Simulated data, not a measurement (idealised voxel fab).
The following process module bears the name voxel released beams.
185 nm wide, 5 nm square cells: that's cross-section cut.
Cross-section, as written here: a square-cell grid given band by band from the top down, where a band holds one or more rows of cells. Heads up on the band format: heights come first, top then bottom, in nm. After that it's the materials left to right, each with its width in nm. A single material flagged "full width" fills the whole band edge to edge, and "empty" means there's empty space there. The level at which height equals 0 is the one under which the wafer, as it arrives, is entirely one material. No lower edge exists for the bottom band, which continues downward and is notated as in "0 nm and below". Top row gets the first number, bottom row gets the second, and each row in between changes by the same step: that is how a band width like "30->40" works. Basically "no alterations made" means that step didn't change any cell in the cross-section. Empty spaces counting at least 8 cells and having no open way to the top are listed in "closed voids". The notation width x height at distance is used for each, the distance being from the left edge and all three values in nm. Where a step's line continues beyond its settings, the continuation is a remark by the simulator itself on that step. "overlay nm" on a masked step: distance the mask lay right of its planned place, negative for left.

This section lists the process steps that were planned:
- 1: RECEIVE, material Si
- 2: CONFORMAL_DEP, material SiN, thk nm 5
- 3: DIRECTIONAL_DEP, material SiO2, thk nm 15
- 4: MASKED_ETCH, tone open, mask id ANCHOR, width nm 30, etch materials SiO2, depth nm 15, overlay nm 0
- 5: CONFORMAL_DEP, material TiN, thk nm 10
- 6: PATTERN, tone cover, mask id BEAM, material resist, width nm 105, thk nm 20, overlay nm 0
- 7: DIRECTIONAL_ETCH, etch materials TiN, depth nm 10
- 8: STRIP, etch materials resist
- 9: STRIP, etch materials SiO2

Delivered wafer in cross-section: state after step 1:
    0 nm and below  Si full width
    closed voids: none

Cross-section taken at module completion on the first of two wafers; processed per the plan:
    30 nm to 20 nm  35 nm empty / 15 nm TiN / 10 nm empty / 80 nm TiN / 45 nm empty
    20 nm to 15 nm  40 nm empty / 10 nm TiN / 10 nm empty / 10 nm TiN / 115 nm empty
    15 nm to 5 nm  40 nm empty / 30 nm TiN / 115 nm empty
    5 nm to 0 nm  SiN full width
    0 nm and below  Si full width
    closed voids: none

Module end: cross-section of wafer two of two. Same start and process plan as the first wafer. One mistake during execution:
    30 nm to 20 nm  40 nm empty / 10 nm TiN / 10 nm empty / 75 nm TiN / 50 nm empty
    20 nm to 15 nm  40 nm empty / 10 nm TiN / 10 nm empty / 10 nm TiN / 115 nm empty
    15 nm to 5 nm  40 nm empty / 30 nm TiN / 115 nm empty
    5 nm to 0 nm  SiN full width
    0 nm and below  Si full width
    closed voids: none
The mistake made against the process plan was this: step 6 ran with different settings than intended, the actual operation and settings being PATTERN, tone cover, mask id BEAM, material resist, width nm 95, thk nm 20, overlay nm 0
Heads up, by the end the second wafer has more or fewer cells of some materials compared to the first: TiN -4
